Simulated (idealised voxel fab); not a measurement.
process module | voxel transistor to metal
cross-section cut | 190 nm wide | cells 5 nm
A cross-section is a grid of square cells, given in bands from the top down. A band is one or more rows of cells.
Each band's line starts with the height of the band's top and of its bottom, in nm. Then come its materials from left to right, each with its width in nm. One material with "throughout" fills the band from edge to edge. "air" is empty space.
Height 0 is the level under which the wafer as received is all one material. The lowest band goes on downwards, as in "0 down".
A width such as "30 to 40" changes by the same amount from each row of cells to the next, from the band's top row to its bottom row.
"no change" after a step means that no cell of the cross-section changed.
closed voids: empty space of 8 cells or more with no open way to the top, each as width x height at its distance from the left edge, in nm
after a step's settings: what the simulator itself notes on the step
overlay nm, on a step with a mask: how far to the right of its planned place the mask lay; to the left if negative
plan
1 op RECEIVE | material Si
2 op CONFORMAL_DEP | material SiO2 | thk nm 5
3 op CONFORMAL_DEP | material SiN | thk nm 15
4 op PATTERN | tone cover | mask id ACTIVE | material resist | width nm 115 | thk nm 20 | overlay nm 0
5 op DIRECTIONAL_ETCH | etch materials SiN | depth nm 15
6 op DIRECTIONAL_ETCH | etch materials SiO2 | depth nm 5
7 op DIRECTIONAL_ETCH | etch materials Si | depth nm 35
8 op STRIP | etch materials resist
9 op FILL_DEP | material SiO2 | thk nm 10
10 op CMP | height nm 20
11 op SELECTIVE_ETCH | etch materials SiO2 | depth nm 15
12 op STRIP | etch materials SiN
13 op SELECTIVE_ETCH | etch materials SiO2 | depth nm 5
14 op OXIDIZE | depth nm 5
15 op DIRECTIONAL_DEP | material polySi | thk nm 25
16 op DIRECTIONAL_DEP | material SiCN | thk nm 15
17 op DIRECTIONAL_DEP | material aC | thk nm 15
18 op PATTERN | tone cover | mask id GATE | material resist | width nm 25 | thk nm 30 | overlay nm 0
19 op DIRECTIONAL_ETCH | etch materials aC | depth nm 15
20 op STRIP | etch materials resist
21 op DIRECTIONAL_ETCH | etch materials SiCN | depth nm 25
22 op DIRECTIONAL_ETCH | etch materials polySi | depth nm 35
23 op STRIP | etch materials aC
24 op CONFORMAL_DEP | material SiO2 | thk nm 5
25 op DIRECTIONAL_ETCH | etch materials SiO2 | depth nm 5
26 op CONFORMAL_DEP | material SiN | thk nm 10
27 op DIRECTIONAL_ETCH | etch materials SiN | depth nm 10
28 op DIRECTIONAL_ETCH | etch materials SiO2 | depth nm 5
29 op EPI | material nSi | thk nm 5
30 op FILL_DEP | material SiO2 | thk nm 10
31 op CMP | height nm 40
32 op DIRECTIONAL_DEP | material SiO2 | thk nm 10
33 op DIRECTIONAL_DEP | material aC | thk nm 10
34 op PATTERN | tone open | mask id CONTACT | material resist | width nm 20 | pitch nm 75 | thk nm 25 | overlay nm 0
35 op DIRECTIONAL_ETCH | etch materials aC | depth nm 10
36 op STRIP | etch materials resist
37 op DIRECTIONAL_ETCH | etch materials SiO2 | depth nm 50
38 op STRIP | etch materials aC
39 op CONFORMAL_DEP | material TiN | thk nm 5
40 op FILL_DEP | material Ru | thk nm 5
41 op CMP | height nm 50
42 op DIRECTIONAL_DEP | material TiN | thk nm 5
43 op DIRECTIONAL_DEP | material W | thk nm 20
44 op MASKED_ETCH | tone cover | mask id METAL_1 | width nm 20 | pitch nm 75 | etch materials W | depth nm 20 | overlay nm 0
45 op MASKED_ETCH | tone cover | mask id METAL_1 | width nm 20 | pitch nm 75 | etch materials TiN | depth nm 5 | overlay nm 0
46 op FILL_DEP | material SiO2 | thk nm 5
47 op CMP | height nm 75
48 op CONFORMAL_DEP | material SiCN | thk nm 5
49 op DIRECTIONAL_DEP | material lowk | thk nm 35
50 op MASKED_ETCH | tone open | mask id METAL_2 | width nm 20 | pitch nm 75 | etch materials lowk | depth nm 20 | overlay nm 0
51 op PATTERN | tone open | mask id METAL_2_HOLES | material resist | width nm 15 | pitch nm 75 | thk nm 15 | overlay nm 0
52 op DIRECTIONAL_ETCH | etch materials lowk | depth nm 15
53 op DIRECTIONAL_ETCH | etch materials SiCN | depth nm 5
54 op STRIP | etch materials resist
55 op CONFORMAL_DEP | material TiN | thk nm 5
56 op FILL_DEP | material Ru | thk nm 10
57 op CMP | height nm 115
58 op CONFORMAL_DEP | material SiCN | thk nm 5
as received, after step 1
  0 down: Si throughout
  closed voids: none
a wafer at the end: this start, this plan, one mistake
  120 to 115: SiCN throughout
  115 to 80: lowk 45 | TiN 5 | Ru 10 | TiN 5 | lowk 55 | TiN 5 | Ru 10 | TiN 5 | lowk 50
  80 to 75: SiCN 45 | TiN 20 | SiCN 55 | TiN 20 | SiCN 50
  75 to 55: SiO2 45 | W 20 | SiO2 55 | W 20 | SiO2 50
  55 to 50: SiO2 45 | TiN 20 | SiO2 55 | TiN 20 | SiO2 50
  50 to 40: SiO2 45 | TiN 5 | Ru 10 | TiN 5 | SiO2 55 | TiN 5 | Ru 10 | TiN 5 | SiO2 50
  40 to 25: SiO2 45 | TiN 5 | Ru 10 | TiN 5 | SiN 10 | SiO2 5 | SiCN 25 | SiO2 5 | SiN 10 | TiN 5 | Ru 10 | TiN 5 | SiO2 50
  25 to 5: SiO2 45 | TiN 5 | Ru 10 | TiN 5 | SiN 10 | SiO2 5 | polySi 25 | SiO2 5 | SiN 10 | TiN 5 | Ru 10 | TiN 5 | SiO2 50
  5 to 0: SiO2 45 | TiN 20 | SiN 10 | SiO2 5 | polySi 25 | SiO2 5 | SiN 10 | TiN 20 | SiO2 50
  0 to -5: SiO2 30 | nSi 35 | SiO2 55 | nSi 35 | SiO2 35
  -5 to -35: SiO2 35 | Si 115 | SiO2 40
  -35 down: Si throughout
  closed voids: none
what went wrong: step 51 ran as: op PATTERN | tone open | mask id METAL_2_HOLES | material resist | width nm 20 | pitch nm 75 | thk nm 15 | overlay nm 0
